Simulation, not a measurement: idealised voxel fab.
This section sets out a process module, namely voxel wiring stack.
This is section cut - it's 210 nm across, gridded in 5 nm square cells.
For the purposes of this document, a cross-section shall be understood as a grid of square cells, specified as bands listed in top-to-bottom order, each band consisting of one or more rows of cells.
The band entry comprises the height of the band's top followed by the height of its bottom, expressed in nm, and subsequently the band's materials from left to right, each stated together with its width in nm. Where a single material is marked with the word "edge to edge", that material fills the band from edge to edge. The word "blank" represents empty space.
All heights in this document are referenced to 0, defined as the level beneath which the wafer, as received, consists entirely of one material. The lowest band is not bounded below; it extends indefinitely downward and is written in the form "0 down".
Quick explanation for "30->40": the width changes in equal steps down the rows of cells, from the first number in the band's top row to the second number in its bottom row.
You'll sometimes find "all unchanged" written for a step, and that's the way of saying that nowhere in the cross-section did a cell change during that step.
What "Enclosed void catalog" gives you is every empty space of 8 cells or more that is cut off from the top. Each appears as width x height at distance, with the distance taken from the left edge and width, height and distance all in nm.
Text after the settings on a step's line: the simulator's own remark on that step.
"overlay nm" denotes, for a step that has a mask, the displacement of the mask to the right of its planned place, with negative values corresponding to the left.

Steps planned for the process
1. RECEIVE: material Si
2. CONFORMAL_DEP: material SiO2, thk nm 15
3. DIRECTIONAL_DEP: material TiN, thk nm 5
4. DIRECTIONAL_DEP: material Ru, thk nm 20
5. MASKED_ETCH: tone cover, mask id METAL_1, width nm 30, pitch nm 60, etch materials Ru, depth nm 20, overlay nm 0
6. MASKED_ETCH: tone cover, mask id METAL_1, width nm 30, pitch nm 60, etch materials TiN, depth nm 5, overlay nm 0
7. CONFORMAL_DEP: material SiCN, thk nm 5
8. FILL_DEP: material SiO2, thk nm 5
9. CMP: height nm 40
10. CONFORMAL_DEP: material SiCN, thk nm 5
11. DIRECTIONAL_DEP: material SiO2, thk nm 10
12. MASKED_ETCH: tone open, mask id PLUG_1, width nm 15, etch materials SiO2, depth nm 10, overlay nm 0
13. MASKED_ETCH: tone open, mask id PLUG_1, width nm 15, etch materials SiCN, depth nm 5, overlay nm 0
14. EPI: material Ru, thk nm 10
15. EPI: material Ru, thk nm 5
16. CONFORMAL_DEP: material SiN, thk nm 5
17. DIRECTIONAL_DEP: material lowk, thk nm 20
18. MASKED_ETCH: tone open, mask id METAL_2, width nm 30, pitch nm 60, etch materials lowk, depth nm 20, overlay nm 0
19. MASKED_ETCH: tone open, mask id METAL_2, width nm 30, pitch nm 60, etch materials SiN, depth nm 5, overlay nm 0
20. CONFORMAL_DEP: material TiN, thk nm 5
21. FILL_DEP: material Cu, thk nm 10
22. CMP: height nm 70
23. EPI: material Ru, thk nm 5
24. FILL_DEP: material SiCN, thk nm 5
It is noted that the wafers described herein are identical at the outset and are distinguished by the height nm of step 22; the value stated in the plan corresponds to the first wafer.

Sectional view: first of several wafers, as received, after step 1
    0 down: Si edge to edge
    Enclosed void catalog: none

The table below has one row for each wafer; a row shows, as of the end of the module, how many cells of each material the wafer has gained, marked (+), or lost, marked (-), since it was received, and then the wafer's closed voids
height nm 70 | +16 Cu | +73 Ru | +153 SiCN | +30 SiN | +308 SiO2 | +32 TiN | +60 lowk | Enclosed void catalog: none
height nm 75 | +24 Cu | +73 Ru | +153 SiCN | +30 SiN | +308 SiO2 | +36 TiN | +90 lowk | Enclosed void catalog: none
height nm 80 | +32 Cu | +73 Ru | +153 SiCN | +30 SiN | +308 SiO2 | +40 TiN | +120 lowk | Enclosed void catalog: none
height nm 85 | +40 Cu | +99 Ru | +127 SiCN | +30 SiN | +308 SiO2 | +74 TiN | +120 lowk | Enclosed void catalog: none
height nm 90 | +82 Cu | +99 Ru | +127 SiCN | +30 SiN | +308 SiO2 | +74 TiN | +120 lowk | Enclosed void catalog: none
height nm 95 | +124 Cu | +99 Ru | +127 SiCN | +30 SiN | +308 SiO2 | +74 TiN | +120 lowk | Enclosed void catalog: none
